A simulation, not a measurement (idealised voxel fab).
The following is a process module called voxel transistor to metal.
The cross-section on display is named cut; it measures 185 nm wide, and its cells are 5 nm squares.
Format of a cross-section: grid, square cells. Given as bands. Order: top down. Band: one or more rows of cells.
What a band's entry tells you: where the top is and where the bottom is, as heights in nm, and after that what lies inside, material by material from left to right, each with its width in nm. Empty space is written as the word "blank", and a single material marked with the word "all across" occupies the band from edge to edge.
Heights are expressed relative to 0, this being the level below which the as-received wafer comprises one material exclusively. The lowest band is unbounded in the downward direction and is denoted as in "0..down".
Think of "30->40" as a width that walks from the first number to the second as you go down the band, top row to bottom row, taking equal-sized steps from row to row.
The designation "stayed the same", where it is given for a processing step, indicates that no cell of the cross-section was altered in the course of that step.
Empty spaces without an open route to the top, at least 8 cells in extent, make up the entry "Completely enclosed voids"; each is given as width x height at distance, where the distance is measured from the left edge, and all are in nm.
On a step's line, text after the settings is the simulator commenting on that step.
overlay nm: step with mask; distance mask lay right of planned place; negative value = left of planned place.

### Below is the list of planned process steps
1: RECEIVE with material Si
2: CONFORMAL_DEP with material SiO2, thk nm 5
3: CONFORMAL_DEP with material SiN, thk nm 10
4: PATTERN with tone cover, mask id ACTIVE, material resist, width nm 115, thk nm 20, overlay nm 0
5: DIRECTIONAL_ETCH with etch materials SiN, depth nm 10
6: DIRECTIONAL_ETCH with etch materials SiO2, depth nm 5
7: DIRECTIONAL_ETCH with etch materials Si, depth nm 35
8: STRIP with etch materials resist
9: OXIDIZE with depth nm 5
10: FILL_DEP with material SiO2, thk nm 5
11: CMP with height nm 15
12: SELECTIVE_ETCH with etch materials SiO2, depth nm 10
13: STRIP with etch materials SiN
14: SELECTIVE_ETCH with etch materials SiO2, depth nm 5
15: OXIDIZE with depth nm 5
16: DIRECTIONAL_DEP with material polySi, thk nm 25
17: DIRECTIONAL_DEP with material SiCN, thk nm 15
18: MASKED_ETCH with tone cover, mask id GATE, width nm 25, etch materials SiCN, depth nm 25, overlay nm 0
19: MASKED_ETCH with tone cover, mask id GATE, width nm 25, etch materials polySi, depth nm 35, overlay nm 0
20: CONFORMAL_DEP with material SiO2, thk nm 5
21: DIRECTIONAL_ETCH with etch materials SiO2, depth nm 5
22: CONFORMAL_DEP with material SiN, thk nm 10
23: DIRECTIONAL_ETCH with etch materials SiN, depth nm 10
24: DIRECTIONAL_ETCH with etch materials SiO2, depth nm 5
25: EPI with material pSi, thk nm 5
26: FILL_DEP with material SiO2, thk nm 10
27: CMP with height nm 25
28: STRIP with etch materials polySi
29: SELECTIVE_ETCH with etch materials SiO2, depth nm 5
30: CONFORMAL_DEP with material HfO2, thk nm 5
31: CONFORMAL_DEP with material TiN, thk nm 5
32: FILL_DEP with material W, thk nm 10
33: CMP with height nm 20
34: DIRECTIONAL_DEP with material SiO2, thk nm 15
35: PATTERN with tone open, mask id CONTACT, material resist, width nm 15, pitch nm 80, thk nm 20, overlay nm 0
36: DIRECTIONAL_ETCH with etch materials SiO2, depth nm 35
37: STRIP with etch materials resist
38: CONFORMAL_DEP with material TiN, thk nm 5
39: FILL_DEP with material Ru, thk nm 5
40: CMP with height nm 35
41: CONFORMAL_DEP with material SiN, thk nm 5
42: DIRECTIONAL_DEP with material lowk, thk nm 20
43: MASKED_ETCH with tone open, mask id METAL_1, width nm 15, pitch nm 80, etch materials lowk, depth nm 20, overlay nm 0
44: MASKED_ETCH with tone open, mask id METAL_1, width nm 15, pitch nm 80, etch materials SiN, depth nm 5, overlay nm 0
45: CONFORMAL_DEP with material TiN, thk nm 5
46: FILL_DEP with material Cu, thk nm 10
47: CMP with height nm 60
48: CONFORMAL_DEP with material SiN, thk nm 5

### The first of a set of two wafers, run to plan

### As received (post step 1): cross-section
    0..down: Si all across
    Completely enclosed voids: none

### The following cross-section depicts the wafer upon completion of step 2
    5..0: SiO2 all across
    All layers under 0 are left as they were.

### The following cross-section depicts the wafer upon completion of step 3
    15..5: SiN all across
    All layers under 5 are left as they were.

### The following cross-section depicts the wafer upon completion of step 4
    35..15: blank: 35, resist: 115, blank: 35
    All layers under 15 are left as they were.

### The following cross-section depicts the wafer upon completion of step 5
    35..15: blank: 35, resist: 115, blank: 35
    15..5: blank: 35, SiN: 115, blank: 35
    All layers under 5 are left as they were.

### The following cross-section depicts the wafer upon completion of step 6
    35..15: blank: 35, resist: 115, blank: 35
    15..5: blank: 35, SiN: 115, blank: 35
    5..0: blank: 35, SiO2: 115, blank: 35
    All layers under 0 are left as they were.

### The following cross-section depicts the wafer upon completion of step 7
    35..15: blank: 35, resist: 115, blank: 35
    15..5: blank: 35, SiN: 115, blank: 35
    5..0: blank: 35, SiO2: 115, blank: 35
    0..-35: blank: 35, Si: 115, blank: 35
    All layers under -35 are left as they were.

### The following cross-section depicts the wafer upon completion of step 8
    15..5: blank: 35, SiN: 115, blank: 35
    All layers under 5 are left as they were.

### The following cross-section depicts the wafer upon completion of step 9
    15..5: blank: 35, SiN: 115, blank: 35
    5..0: blank: 35, SiO2: 115, blank: 35
    0..-35: blank: 35, SiO2: 5, Si: 105, SiO2: 5, blank: 35
    -35..-40: SiO2: 40, Si: 105, SiO2: 40
    All layers under -40 are left as they were.

### The following cross-section depicts the wafer upon completion of step 10
    20..15: SiO2 all across
    15..5: SiO2: 35, SiN: 115, SiO2: 35
    5..0: SiO2 all across
    0..-40: SiO2: 40, Si: 105, SiO2: 40
    All layers under -40 are left as they were.

### The following cross-section depicts the wafer upon completion of step 11
    15..5: SiO2: 35, SiN: 115, SiO2: 35
    All layers under 5 are left as they were.

### The following cross-section depicts the wafer upon completion of step 12
    15..5: blank: 35, SiN: 115, blank: 35
    All layers under 5 are left as they were.

### The following cross-section depicts the wafer upon completion of step 13
    5..0: SiO2 all across
    All layers under 0 are left as they were.

### The following cross-section depicts the wafer upon completion of step 14
    0..-40: SiO2: 40, Si: 105, SiO2: 40
    All layers under -40 are left as they were.

### The following cross-section depicts the wafer upon completion of step 15
    0..-5: SiO2 all across
    All layers under -5 are left as they were.

### The following cross-section depicts the wafer upon completion of step 16
    25..0: polySi all across
    All layers under 0 are left as they were.

### The following cross-section depicts the wafer upon completion of step 17
    40..25: SiCN all across
    All layers under 25 are left as they were.

### The following cross-section depicts the wafer upon completion of step 18
    40..25: blank: 80, SiCN: 25, blank: 80
    All layers under 25 are left as they were.

### The following cross-section depicts the wafer upon completion of step 19
    40..25: blank: 80, SiCN: 25, blank: 80
    25..0: blank: 80, polySi: 25, blank: 80
    All layers under 0 are left as they were.

### The following cross-section depicts the wafer upon completion of step 20
    45..40: blank: 75, SiO2: 35, blank: 75
    40..25: blank: 75, SiO2: 5, SiCN: 25, SiO2: 5, blank: 75
    25..5: blank: 75, SiO2: 5, polySi: 25, SiO2: 5, blank: 75
    5..0: SiO2: 80, polySi: 25, SiO2: 80
    All layers under 0 are left as they were.

### The following cross-section depicts the wafer upon completion of step 21
    40..25: blank: 75, SiO2: 5, SiCN: 25, SiO2: 5, blank: 75
    25..0: blank: 75, SiO2: 5, polySi: 25, SiO2: 5, blank: 75
    All layers under 0 are left as they were.

### The following cross-section depicts the wafer upon completion of step 22
    50..40: blank: 65, SiN: 55, blank: 65
    40..25: blank: 65, SiN: 10, SiO2: 5, SiCN: 25, SiO2: 5, SiN: 10, blank: 65
    25..10: blank: 65, SiN: 10, SiO2: 5, polySi: 25, SiO2: 5, SiN: 10, blank: 65
    10..0: SiN: 75, SiO2: 5, polySi: 25, SiO2: 5, SiN: 75
    All layers under 0 are left as they were.

### The following cross-section depicts the wafer upon completion of step 23
    40..25: blank: 65, SiN: 10, SiO2: 5, SiCN: 25, SiO2: 5, SiN: 10, blank: 65
    25..0: blank: 65, SiN: 10, SiO2: 5, polySi: 25, SiO2: 5, SiN: 10, blank: 65
    All layers under 0 are left as they were.

### The following cross-section depicts the wafer upon completion of step 24
    40..35: blank: 65, SiN: 10, blank: 5, SiCN: 25, blank: 5, SiN: 10, blank: 65
    35..25: blank: 65, SiN: 10, SiO2: 5, SiCN: 25, SiO2: 5, SiN: 10, blank: 65
    25..0: blank: 65, SiN: 10, SiO2: 5, polySi: 25, SiO2: 5, SiN: 10, blank: 65
    0..-5: blank: 65, SiO2: 55, blank: 65
    All layers under -5 are left as they were.

### The following cross-section depicts the wafer upon completion of step 25
    40..35: blank: 65, SiN: 10, blank: 5, SiCN: 25, blank: 5, SiN: 10, blank: 65
    35..25: blank: 65, SiN: 10, SiO2: 5, SiCN: 25, SiO2: 5, SiN: 10, blank: 65
    25..0: blank: 65, SiN: 10, SiO2: 5, polySi: 25, SiO2: 5, SiN: 10, blank: 65
    0..-5: blank: 35, pSi: 30, SiO2: 55, pSi: 30, blank: 35
    All layers under -5 are left as they were.

### The following cross-section depicts the wafer upon completion of step 26
    50..40: SiO2 all across
    40..25: SiO2: 65, SiN: 10, SiO2: 5, SiCN: 25, SiO2: 5, SiN: 10, SiO2: 65
    25..0: SiO2: 65, SiN: 10, SiO2: 5, polySi: 25, SiO2: 5, SiN: 10, SiO2: 65
    0..-5: SiO2: 35, pSi: 30, SiO2: 55, pSi: 30, SiO2: 35
    All layers under -5 are left as they were.

### The following cross-section depicts the wafer upon completion of step 27
    25..0: SiO2: 65, SiN: 10, SiO2: 5, polySi: 25, SiO2: 5, SiN: 10, SiO2: 65
    All layers under 0 are left as they were.

### The following cross-section depicts the wafer upon completion of step 28
    25..0: SiO2: 65, SiN: 10, SiO2: 5, blank: 25, SiO2: 5, SiN: 10, SiO2: 65
    All layers under 0 are left as they were.

### The following cross-section depicts the wafer upon completion of step 29
    25..20: blank: 65, SiN: 10, blank: 35, SiN: 10, blank: 65
    20..0: SiO2: 65, SiN: 10, blank: 35, SiN: 10, SiO2: 65
    0..-5: SiO2: 35, pSi: 30, SiO2: 10, blank: 35, SiO2: 10, pSi: 30, SiO2: 35
    All layers under -5 are left as they were.

### The following cross-section depicts the wafer upon completion of step 30
    30..25: blank: 60, HfO2: 20, blank: 25, HfO2: 20, blank: 60
    25..20: HfO2: 65, SiN: 10, HfO2: 5, blank: 25, HfO2: 5, SiN: 10, HfO2: 65
    20..0: SiO2: 65, SiN: 10, HfO2: 5, blank: 25, HfO2: 5, SiN: 10, SiO2: 65
    0..-5: SiO2: 35, pSi: 30, SiO2: 10, HfO2: 35, SiO2: 10, pSi: 30, SiO2: 35
    All layers under -5 are left as they were.

### The following cross-section depicts the wafer upon completion of step 31
    35..30: blank: 55, TiN: 30, blank: 15, TiN: 30, blank: 55
    30..25: TiN: 60, HfO2: 20, TiN: 5, blank: 15, TiN: 5, HfO2: 20, TiN: 60
    25..20: HfO2: 65, SiN: 10, HfO2: 5, TiN: 5, blank: 15, TiN: 5, HfO2: 5, SiN: 10, HfO2: 65
    20..5: SiO2: 65, SiN: 10, HfO2: 5, TiN: 5, blank: 15, TiN: 5, HfO2: 5, SiN: 10, SiO2: 65
    5..0: SiO2: 65, SiN: 10, HfO2: 5, TiN: 25, HfO2: 5, SiN: 10, SiO2: 65
    All layers under 0 are left as they were.

### The following cross-section depicts the wafer upon completion of step 32
    45..35: W all across
    35..30: W: 55, TiN: 30, W: 15, TiN: 30, W: 55
    30..25: TiN: 60, HfO2: 20, TiN: 5, W: 15, TiN: 5, HfO2: 20, TiN: 60
    25..20: HfO2: 65, SiN: 10, HfO2: 5, TiN: 5, W: 15, TiN: 5, HfO2: 5, SiN: 10, HfO2: 65
    20..5: SiO2: 65, SiN: 10, HfO2: 5, TiN: 5, W: 15, TiN: 5, HfO2: 5, SiN: 10, SiO2: 65
    All layers under 5 are left as they were.

### The following cross-section depicts the wafer upon completion of step 33
    20..5: SiO2: 65, SiN: 10, HfO2: 5, TiN: 5, W: 15, TiN: 5, HfO2: 5, SiN: 10, SiO2: 65
    All layers under 5 are left as they were.

### The following cross-section depicts the wafer upon completion of step 34
    35..20: SiO2 all across
    All layers under 20 are left as they were.

### The following cross-section depicts the wafer upon completion of step 35
    55..35: resist: 45, blank: 15, resist: 65, blank: 15, resist: 45
    All layers under 35 are left as they were.

### The following cross-section depicts the wafer upon completion of step 36
    55..35: resist: 45, blank: 15, resist: 65, blank: 15, resist: 45
    35..20: SiO2: 45, blank: 15, SiO2: 65, blank: 15, SiO2: 45
    20..5: SiO2: 45, blank: 15, SiO2: 5, SiN: 10, HfO2: 5, TiN: 5, W: 15, TiN: 5, HfO2: 5, SiN: 10, SiO2: 5, blank: 15, SiO2: 45
    5..0: SiO2: 45, blank: 15, SiO2: 5, SiN: 10, HfO2: 5, TiN: 25, HfO2: 5, SiN: 10, SiO2: 5, blank: 15, SiO2: 45
    All layers under 0 are left as they were.

### The following cross-section depicts the wafer upon completion of step 37
    35..20: SiO2: 45, blank: 15, SiO2: 65, blank: 15, SiO2: 45
    All layers under 20 are left as they were.

### The following cross-section depicts the wafer upon completion of step 38
    40..35: TiN: 50, blank: 5, TiN: 75, blank: 5, TiN: 50
    35..20: SiO2: 45, TiN: 5, blank: 5, TiN: 5, SiO2: 65, TiN: 5, blank: 5, TiN: 5, SiO2: 45
    20..5: SiO2: 45, TiN: 5, blank: 5, TiN: 5, SiO2: 5, SiN: 10, HfO2: 5, TiN: 5, W: 15, TiN: 5, HfO2: 5, SiN: 10, SiO2: 5, TiN: 5, blank: 5, TiN: 5, SiO2: 45
    5..0: SiO2: 45, TiN: 15, SiO2: 5, SiN: 10, HfO2: 5, TiN: 25, HfO2: 5, SiN: 10, SiO2: 5, TiN: 15, SiO2: 45
    All layers under 0 are left as they were.

### The following cross-section depicts the wafer upon completion of step 39
    45..40: Ru all across
    40..35: TiN: 50, Ru: 5, TiN: 75, Ru: 5, TiN: 50
    35..20: SiO2: 45, TiN: 5, Ru: 5, TiN: 5, SiO2: 65, TiN: 5, Ru: 5, TiN: 5, SiO2: 45
    20..5: SiO2: 45, TiN: 5, Ru: 5, TiN: 5, SiO2: 5, SiN: 10, HfO2: 5, TiN: 5, W: 15, TiN: 5, HfO2: 5, SiN: 10, SiO2: 5, TiN: 5, Ru: 5, TiN: 5, SiO2: 45
    All layers under 5 are left as they were.

### The following cross-section depicts the wafer upon completion of step 40
    35..20: SiO2: 45, TiN: 5, Ru: 5, TiN: 5, SiO2: 65, TiN: 5, Ru: 5, TiN: 5, SiO2: 45
    All layers under 20 are left as they were.

### The following cross-section depicts the wafer upon completion of step 41
    40..35: SiN all across
    All layers under 35 are left as they were.

### The following cross-section depicts the wafer upon completion of step 42
    60..40: lowk all across
    All layers under 40 are left as they were.

### The following cross-section depicts the wafer upon completion of step 43
    60..40: lowk: 45, blank: 15, lowk: 65, blank: 15, lowk: 45
    All layers under 40 are left as they were.

### The following cross-section depicts the wafer upon completion of step 44
    60..40: lowk: 45, blank: 15, lowk: 65, blank: 15, lowk: 45
    40..35: SiN: 45, blank: 15, SiN: 65, blank: 15, SiN: 45
    All layers under 35 are left as they were.

### The following cross-section depicts the wafer upon completion of step 45
    65..60: TiN: 50, blank: 5, TiN: 75, blank: 5, TiN: 50
    60..40: lowk: 45, TiN: 5, blank: 5, TiN: 5, lowk: 65, TiN: 5, blank: 5, TiN: 5, lowk: 45
    40..35: SiN: 45, TiN: 15, SiN: 65, TiN: 15, SiN: 45
    All layers under 35 are left as they were.

### The following cross-section depicts the wafer upon completion of step 46
    75..65: Cu all across
    65..60: TiN: 50, Cu: 5, TiN: 75, Cu: 5, TiN: 50
    60..40: lowk: 45, TiN: 5, Cu: 5, TiN: 5, lowk: 65, TiN: 5, Cu: 5, TiN: 5, lowk: 45
    All layers under 40 are left as they were.

### The following cross-section depicts the wafer upon completion of step 47
    60..40: lowk: 45, TiN: 5, Cu: 5, TiN: 5, lowk: 65, TiN: 5, Cu: 5, TiN: 5, lowk: 45
    All layers under 40 are left as they were.

### The following cross-section depicts the wafer upon completion of step 48
    65..60: SiN all across
    All layers under 60 are left as they were.

### The second wafer began exactly as the first did and followed the same plan, but one mistake was made while running it; through step 21 inclusive, the two wafers are identical

### Planned end of step 22: second wafer, cross-section
    45..40: blank: 70, SiN: 45, blank: 70
    40..25: blank: 70, SiN: 5, SiO2: 5, SiCN: 25, SiO2: 5, SiN: 5, blank: 70
    25..5: blank: 70, SiN: 5, SiO2: 5, polySi: 25, SiO2: 5, SiN: 5, blank: 70
    5..0: SiN: 75, SiO2: 5, polySi: 25, SiO2: 5, SiN: 75
    All layers under 0 are left as they were.

### Planned end of step 23: second wafer, cross-section
    40..35: blank: 75, SiO2: 5, SiCN: 25, SiO2: 5, blank: 75
    35..25: blank: 70, SiN: 5, SiO2: 5, SiCN: 25, SiO2: 5, SiN: 5, blank: 70
    25..0: blank: 70, SiN: 5, SiO2: 5, polySi: 25, SiO2: 5, SiN: 5, blank: 70
    All layers under 0 are left as they were.

### Planned end of step 24: second wafer, cross-section
    40..35: blank: 80, SiCN: 25, blank: 80
    35..25: blank: 70, SiN: 5, SiO2: 5, SiCN: 25, SiO2: 5, SiN: 5, blank: 70
    25..0: blank: 70, SiN: 5, SiO2: 5, polySi: 25, SiO2: 5, SiN: 5, blank: 70
    0..-5: blank: 70, SiO2: 45, blank: 70
    All layers under -5 are left as they were.

### Planned end of step 25: second wafer, cross-section
    40..35: blank: 80, SiCN: 25, blank: 80
    35..25: blank: 70, SiN: 5, SiO2: 5, SiCN: 25, SiO2: 5, SiN: 5, blank: 70
    25..0: blank: 70, SiN: 5, SiO2: 5, polySi: 25, SiO2: 5, SiN: 5, blank: 70
    0..-5: blank: 35, pSi: 35, SiO2: 45, pSi: 35, blank: 35
    All layers under -5 are left as they were.

### Planned end of step 26: second wafer, cross-section
    50..40: SiO2 all across
    40..35: SiO2: 80, SiCN: 25, SiO2: 80
    35..25: SiO2: 70, SiN: 5, SiO2: 5, SiCN: 25, SiO2: 5, SiN: 5, SiO2: 70
    25..0: SiO2: 70, SiN: 5, SiO2: 5, polySi: 25, SiO2: 5, SiN: 5, SiO2: 70
    0..-5: SiO2: 35, pSi: 35, SiO2: 45, pSi: 35, SiO2: 35
    All layers under -5 are left as they were.

### Planned end of step 27: second wafer, cross-section
    25..0: SiO2: 70, SiN: 5, SiO2: 5, polySi: 25, SiO2: 5, SiN: 5, SiO2: 70
    All layers under 0 are left as they were.

### Planned end of step 28: second wafer, cross-section
    25..0: SiO2: 70, SiN: 5, SiO2: 5, blank: 25, SiO2: 5, SiN: 5, SiO2: 70
    All layers under 0 are left as they were.

### Planned end of step 29: second wafer, cross-section
    25..20: blank: 70, SiN: 5, blank: 35, SiN: 5, blank: 70
    20..0: SiO2: 70, SiN: 5, blank: 35, SiN: 5, SiO2: 70
    0..-5: SiO2: 35, pSi: 35, SiO2: 5, blank: 35, SiO2: 5, pSi: 35, SiO2: 35
    All layers under -5 are left as they were.

### Planned end of step 30: second wafer, cross-section
    30..25: blank: 65, HfO2: 15, blank: 25, HfO2: 15, blank: 65
    25..20: HfO2: 70, SiN: 5, HfO2: 5, blank: 25, HfO2: 5, SiN: 5, HfO2: 70
    20..0: SiO2: 70, SiN: 5, HfO2: 5, blank: 25, HfO2: 5, SiN: 5, SiO2: 70
    0..-5: SiO2: 35, pSi: 35, SiO2: 5, HfO2: 35, SiO2: 5, pSi: 35, SiO2: 35
    All layers under -5 are left as they were.

### Planned end of step 31: second wafer, cross-section
    35..30: blank: 60, TiN: 25, blank: 15, TiN: 25, blank: 60
    30..25: TiN: 65, HfO2: 15, TiN: 5, blank: 15, TiN: 5, HfO2: 15, TiN: 65
    25..20: HfO2: 70, SiN: 5, HfO2: 5, TiN: 5, blank: 15, TiN: 5, HfO2: 5, SiN: 5, HfO2: 70
    20..5: SiO2: 70, SiN: 5, HfO2: 5, TiN: 5, blank: 15, TiN: 5, HfO2: 5, SiN: 5, SiO2: 70
    5..0: SiO2: 70, SiN: 5, HfO2: 5, TiN: 25, HfO2: 5, SiN: 5, SiO2: 70
    All layers under 0 are left as they were.

### Planned end of step 32: second wafer, cross-section
    45..35: W all across
    35..30: W: 60, TiN: 25, W: 15, TiN: 25, W: 60
    30..25: TiN: 65, HfO2: 15, TiN: 5, W: 15, TiN: 5, HfO2: 15, TiN: 65
    25..20: HfO2: 70, SiN: 5, HfO2: 5, TiN: 5, W: 15, TiN: 5, HfO2: 5, SiN: 5, HfO2: 70
    20..5: SiO2: 70, SiN: 5, HfO2: 5, TiN: 5, W: 15, TiN: 5, HfO2: 5, SiN: 5, SiO2: 70
    All layers under 5 are left as they were.

### Planned end of step 33: second wafer, cross-section
    20..5: SiO2: 70, SiN: 5, HfO2: 5, TiN: 5, W: 15, TiN: 5, HfO2: 5, SiN: 5, SiO2: 70
    All layers under 5 are left as they were.

### Planned end of step 34: second wafer, cross-section
    35..20: SiO2 all across
    All layers under 20 are left as they were.

### Planned end of step 35: second wafer, cross-section
    55..35: resist: 45, blank: 15, resist: 65, blank: 15, resist: 45
    All layers under 35 are left as they were.

### Planned end of step 36: second wafer, cross-section
    55..35: resist: 45, blank: 15, resist: 65, blank: 15, resist: 45
    35..20: SiO2: 45, blank: 15, SiO2: 65, blank: 15, SiO2: 45
    20..5: SiO2: 45, blank: 15, SiO2: 10, SiN: 5, HfO2: 5, TiN: 5, W: 15, TiN: 5, HfO2: 5, SiN: 5, SiO2: 10, blank: 15, SiO2: 45
    5..0: SiO2: 45, blank: 15, SiO2: 10, SiN: 5, HfO2: 5, TiN: 25, HfO2: 5, SiN: 5, SiO2: 10, blank: 15, SiO2: 45
    All layers under 0 are left as they were.

### Planned end of step 37: second wafer, cross-section
    35..20: SiO2: 45, blank: 15, SiO2: 65, blank: 15, SiO2: 45
    All layers under 20 are left as they were.

### Planned end of step 38: second wafer, cross-section
    40..35: TiN: 50, blank: 5, TiN: 75, blank: 5, TiN: 50
    35..20: SiO2: 45, TiN: 5, blank: 5, TiN: 5, SiO2: 65, TiN: 5, blank: 5, TiN: 5, SiO2: 45
    20..5: SiO2: 45, TiN: 5, blank: 5, TiN: 5, SiO2: 10, SiN: 5, HfO2: 5, TiN: 5, W: 15, TiN: 5, HfO2: 5, SiN: 5, SiO2: 10, TiN: 5, blank: 5, TiN: 5, SiO2: 45
    5..0: SiO2: 45, TiN: 15, SiO2: 10, SiN: 5, HfO2: 5, TiN: 25, HfO2: 5, SiN: 5, SiO2: 10, TiN: 15, SiO2: 45
    All layers under 0 are left as they were.

### Planned end of step 39: second wafer, cross-section
    45..40: Ru all across
    40..35: TiN: 50, Ru: 5, TiN: 75, Ru: 5, TiN: 50
    35..20: SiO2: 45, TiN: 5, Ru: 5, TiN: 5, SiO2: 65, TiN: 5, Ru: 5, TiN: 5, SiO2: 45
    20..5: SiO2: 45, TiN: 5, Ru: 5, TiN: 5, SiO2: 10, SiN: 5, HfO2: 5, TiN: 5, W: 15, TiN: 5, HfO2: 5, SiN: 5, SiO2: 10, TiN: 5, Ru: 5, TiN: 5, SiO2: 45
    All layers under 5 are left as they were.

### Planned end of step 40: second wafer, cross-section
    35..20: SiO2: 45, TiN: 5, Ru: 5, TiN: 5, SiO2: 65, TiN: 5, Ru: 5, TiN: 5, SiO2: 45
    All layers under 20 are left as they were.

### Planned end of step 41: second wafer, cross-section
    40..35: SiN all across
    All layers under 35 are left as they were.

### Planned end of step 42: second wafer, cross-section
    60..40: lowk all across
    All layers under 40 are left as they were.

### Planned end of step 43: second wafer, cross-section
    60..40: lowk: 45, blank: 15, lowk: 65, blank: 15, lowk: 45
    All layers under 40 are left as they were.

### Planned end of step 44: second wafer, cross-section
    60..40: lowk: 45, blank: 15, lowk: 65, blank: 15, lowk: 45
    40..35: SiN: 45, blank: 15, SiN: 65, blank: 15, SiN: 45
    All layers under 35 are left as they were.

### Planned end of step 45: second wafer, cross-section
    65..60: TiN: 50, blank: 5, TiN: 75, blank: 5, TiN: 50
    60..40: lowk: 45, TiN: 5, blank: 5, TiN: 5, lowk: 65, TiN: 5, blank: 5, TiN: 5, lowk: 45
    40..35: SiN: 45, TiN: 15, SiN: 65, TiN: 15, SiN: 45
    All layers under 35 are left as they were.

### Planned end of step 46: second wafer, cross-section
    75..65: Cu all across
    65..60: TiN: 50, Cu: 5, TiN: 75, Cu: 5, TiN: 50
    60..40: lowk: 45, TiN: 5, Cu: 5, TiN: 5, lowk: 65, TiN: 5, Cu: 5, TiN: 5, lowk: 45
    All layers under 40 are left as they were.

### Planned end of step 47: second wafer, cross-section
    60..40: lowk: 45, TiN: 5, Cu: 5, TiN: 5, lowk: 65, TiN: 5, Cu: 5, TiN: 5, lowk: 45
    All layers under 40 are left as they were.

### Planned end of step 48: second wafer, cross-section
    65..60: SiN all across
    All layers under 60 are left as they were.
In executing the process, a mistake was made relative to the plan: planned and actual differ for step 22; actual: CONFORMAL_DEP with material SiN, thk nm 5
Once processing is complete, comparing cell counts shows that the second wafer has more or fewer of certain materials than the first: SiN -8, SiO2 +6, pSi +2
